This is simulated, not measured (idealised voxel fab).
process module | voxel self aligned contacts
cross-section cut | 215 nm wide | cells 5 nm
A cross-section is a grid of square cells, given in bands from the top down. A band is one or more rows of cells.
Each band's line starts with the height of the band's top and of its bottom, in nm. Then come its materials from left to right, each with its width in nm. One material with "throughout" fills the band from edge to edge. "air" is empty space.
Height 0 is the level under which the wafer as received is all one material. The lowest band goes on downwards, as in "0 down".
A width such as "30 to 40" changes by the same amount from each row of cells to the next, from the band's top row to its bottom row.
"no change" after a step means that no cell of the cross-section changed.
closed voids: empty space of 8 cells or more with no open way to the top, each as width x height at its distance from the left edge, in nm
after a step's settings: what the simulator itself notes on the step
overlay nm, on a step with a mask: how far to the right of its planned place the mask lay; to the left if negative
plan
1 op RECEIVE | material Si
2 op CONFORMAL_DEP | material SiO2 | thk nm 5
3 op DIRECTIONAL_DEP | material polySi | thk nm 30
4 op DIRECTIONAL_DEP | material SiN | thk nm 15
5 op DIRECTIONAL_DEP | material aC | thk nm 15
6 op PATTERN | tone cover | mask id GATE | material resist | width nm 35 | pitch nm 60 | thk nm 30 | overlay nm 0
7 op DIRECTIONAL_ETCH | etch materials aC | depth nm 15
8 op STRIP | etch materials resist
9 op DIRECTIONAL_ETCH | etch materials SiN | depth nm 15
10 op DIRECTIONAL_ETCH | etch materials polySi | depth nm 30
11 op STRIP | etch materials aC
12 op CONFORMAL_DEP | material SiN | thk nm 5
13 op DIRECTIONAL_ETCH | etch materials SiN | depth nm 5
14 op FILL_DEP | material SiO2 | thk nm 20
15 op CMP | height nm 60
16 op PATTERN | tone open | mask id CONTACT | material resist | width nm 45 | thk nm 20 | overlay nm 0
17 op DIRECTIONAL_ETCH | etch materials SiO2 | depth nm 60
18 op STRIP | etch materials resist
19 op CONFORMAL_DEP | material TiN | thk nm 5
20 op FILL_DEP | material W | thk nm 5
21 op CMP | height nm 60
22 op CONFORMAL_DEP | material SiN | thk nm 5
as received, after step 1
  0 down: Si throughout
  closed voids: none
a wafer at the end: this start, this plan, one mistake
  65 to 60: SiN throughout
  60 to 55: SiO2 85 | TiN 5 | W 35 | TiN 5 | SiO2 85
  55 to 50: SiO2 85 | TiN 45 | SiO2 85
  50 to 35: TiN throughout
  35 to 5: polySi throughout
  5 to 0: SiO2 throughout
  0 down: Si throughout
  closed voids: none
what went wrong: step 4 ran as: op DIRECTIONAL_DEP | material TiN | thk nm 15
